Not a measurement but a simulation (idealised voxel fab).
Proc. module: voxel trench capacitor
Displayed cross-section: cut, width of 200 nm, square cells sized 5 nm.
A cross-section in this document is a grid of square cells, and it is written down as bands, the top band listed before the ones below it; a band is made up of one or more rows of cells. It is stipulated that each band's entry specify, in nanometres, the height of the top of the band and then that of its bottom, followed by the materials of the band in left-to-right sequence, each together with its width in nanometres. A single material marked by the word "full width" is understood to fill the band from edge to edge; the word "blank" is understood to denote empty space. Height datum 0, below which the as-received substrate wafer is one material. Lowest band open at the bottom, running downward: "z 0 and below". With a width like "30 to 40", each row of cells in the band differs from the next by the same amount, the top row carrying the first number and the bottom row the second. Step marked "nothing was modified"? Then no cell in the cross-section changed in it. Each empty space that has no open way to the top and spans at least 8 cells appears under "Enclosed void listing" as width x height at distance, the distance counted from the left edge, all in nm. Heads up: the bit after the settings on a step's line is the simulator's remark on that step. The line of a step may include "overlay nm". On a step with a mask, this value is how far to the right of its planned place the mask lay. A negative value means the mask lay to the left.
The steps planned for the process are as follows
1) op RECEIVE | material Si
2) op CONFORMAL_DEP | material SiN | thk nm 5
3) op MASKED_ETCH | tone open | mask id TRENCH | width nm 15 | pitch nm 45 | etch materials SiN | depth nm 5 | overlay nm 0
4) op MASKED_ETCH | tone open | mask id TRENCH | width nm 15 | pitch nm 45 | etch materials Si | depth nm 40 | overlay nm -15
5) op CONFORMAL_DEP | material SiO2 | thk nm 5
6) op FILL_DEP | material polySi | thk nm 5
7) op CMP | height nm 5
Where the wafers of this document differ is in the overlay nm of step 4; they start out the same, and the plan states the value that applied to the first wafer.
After step 1, as received: first of several wafers, cross-section
  z 0 and below: Si full width
  Enclosed void listing: none
Wafer rows, end of module: cells per material gained (+) or lost (-) since receipt; closed voids last
overlay nm -15 | +31 SiN | +9 SiO2 | Enclosed void listing: none
overlay nm -10 | -24 Si | +31 SiN | +33 SiO2 | Enclosed void listing: none
overlay nm -5 | -48 Si | +31 SiN | +57 SiO2 | Enclosed void listing: none
overlay nm 0 | -72 Si | +31 SiN | +57 SiO2 | +24 polySi | Enclosed void listing: none
overlay nm 5 | -48 Si | +31 SiN | +57 SiO2 | Enclosed void listing: none
overlay nm 10 | -24 Si | +31 SiN | +33 SiO2 | Enclosed void listing: none
overlay nm 15 | +31 SiN | +9 SiO2 | Enclosed void listing: none
